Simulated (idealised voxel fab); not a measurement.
The document below concerns the process module designated voxel transistor to metal.
Square cells of 5 nm make up the cross-section cut, whose width is 180 nm.
Cross-section = grid of square cells, listed top down in bands; band = one or more rows. Per band: top height and bottom height in nm, followed by the left-to-right materials and their widths in nm; "full width" marks a single material spanning edge to edge, "empty" marks empty space. Height datum 0, below which the as-received substrate wafer is one material. Lowest band open at the bottom, running downward: "0 down". Read "30 to 40" as a graded width: first number on top, second number at the bottom, same change between each pair of neighbouring rows. "identical to before" -> step changed no cross-section cell. Reported under the label "Entrapped voids" are the empty spaces having no open way to the top and comprising 8 cells or more; the notation for each is width x height at distance, in which the distance is measured from the left edge and all three values are in nm. It should be noted that, on the line of a given step, the content following the step's settings is a remark produced by the simulator itself with respect to that step. overlay nm: right-of-plan distance of the mask on a masked step; negative values mean left-of-plan.

# This section lists the process steps that were planned
1: RECEIVE [material Si]
2: OXIDIZE [depth nm 5]
3: CONFORMAL_DEP [material SiN] [thk nm 10]
4: MASKED_ETCH [tone cover] [mask id ACTIVE] [width nm 125] [etch materials SiN] [depth nm 10] [overlay nm 0]
5: MASKED_ETCH [tone cover] [mask id ACTIVE] [width nm 125] [etch materials SiO2] [depth nm 5] [overlay nm 0]
6: MASKED_ETCH [tone cover] [mask id ACTIVE] [width nm 125] [etch materials Si] [depth nm 20] [overlay nm 0]
7: OXIDIZE [depth nm 5]
8: FILL_DEP [material SiO2] [thk nm 15]
9: CMP [height nm 10]
10: SELECTIVE_ETCH [etch materials SiO2] [depth nm 5]
11: STRIP [etch materials SiN]
12: SELECTIVE_ETCH [etch materials SiO2] [depth nm 5]
13: OXIDIZE [depth nm 5]
14: DIRECTIONAL_DEP [material polySi] [thk nm 25]
15: DIRECTIONAL_DEP [material SiCN] [thk nm 10]
16: MASKED_ETCH [tone cover] [mask id GATE] [width nm 35] [etch materials SiCN] [depth nm 20] [overlay nm 0]
17: MASKED_ETCH [tone cover] [mask id GATE] [width nm 35] [etch materials polySi] [depth nm 35] [overlay nm 0]
18: CONFORMAL_DEP [material SiO2] [thk nm 5]
19: DIRECTIONAL_ETCH [etch materials SiO2] [depth nm 5]
20: CONFORMAL_DEP [material SiN] [thk nm 5]
21: DIRECTIONAL_ETCH [etch materials SiN] [depth nm 5]
22: DIRECTIONAL_ETCH [etch materials SiO2] [depth nm 5]
23: DIRECTIONAL_ETCH [etch materials Si] [depth nm 10]
24: EPI [material SiGe] [thk nm 15]
25: FILL_DEP [material SiO2] [thk nm 10]
26: CMP [height nm 20]
27: STRIP [etch materials polySi]
28: SELECTIVE_ETCH [etch materials SiO2] [depth nm 5]
29: CONFORMAL_DEP [material HfO2] [thk nm 5]
30: CONFORMAL_DEP [material TiN] [thk nm 5]
31: FILL_DEP [material W] [thk nm 10]
32: CMP [height nm 15]
33: DIRECTIONAL_DEP [material SiO2] [thk nm 15]
34: MASKED_ETCH [tone open] [mask id CONTACT] [width nm 15] [pitch nm 85] [etch materials SiO2] [depth nm 35] [overlay nm 0]
35: CONFORMAL_DEP [material TiN] [thk nm 5]
36: FILL_DEP [material Ru] [thk nm 5]
37: CMP [height nm 30]
38: CONFORMAL_DEP [material SiN] [thk nm 5]
39: DIRECTIONAL_DEP [material lowk] [thk nm 15]
40: DIRECTIONAL_DEP [material aC] [thk nm 15]
41: PATTERN [tone open] [mask id METAL_1] [material resist] [width nm 20] [pitch nm 85] [thk nm 35] [overlay nm 0]
42: DIRECTIONAL_ETCH [etch materials aC] [depth nm 15]
43: STRIP [etch materials resist]
44: DIRECTIONAL_ETCH [etch materials lowk] [depth nm 15]
45: DIRECTIONAL_ETCH [etch materials SiN] [depth nm 5]
46: STRIP [etch materials aC]
47: CONFORMAL_DEP [material TiN] [thk nm 5]
48: FILL_DEP [material Ru] [thk nm 5]
49: CMP [height nm 50]
50: CONFORMAL_DEP [material SiCN] [thk nm 5]
The plan shows the width nm of step 34 as the first wafer had it; this setting differs between the wafers, which start out alike.

# The first of several wafers as received, shown in cross-section; this is its state after step 1
> 0 down = Si full width
> Entrapped voids: none

# wafer rows; end of module; cells per material since receipt: (+) gained, (-) lost; then closed voids
width nm 15; +17 HfO2; +20 Ru; -148 Si; +36 SiCN; +48 SiGe; +38 SiN; +225 SiO2; +61 TiN; +15 W; +84 lowk; Entrapped voids: none
width nm 20; +17 HfO2; +28 Ru; -148 Si; +36 SiCN; +48 SiGe; +38 SiN; +213 SiO2; +65 TiN; +15 W; +84 lowk; Entrapped voids: none
width nm 25; +17 HfO2; +38 Ru; -148 Si; +36 SiCN; +48 SiGe; +38 SiN; +201 SiO2; +67 TiN; +15 W; +84 lowk; Entrapped voids: none
width nm 30; +17 HfO2; +48 Ru; -148 Si; +36 SiCN; +48 SiGe; +38 SiN; +189 SiO2; +69 TiN; +15 W; +84 lowk; Entrapped voids: none
width nm 35; +17 HfO2; +55 Ru; -148 Si; +36 SiCN; +48 SiGe; +38 SiN; +180 SiO2; +71 TiN; +15 W; +84 lowk; Entrapped voids: none
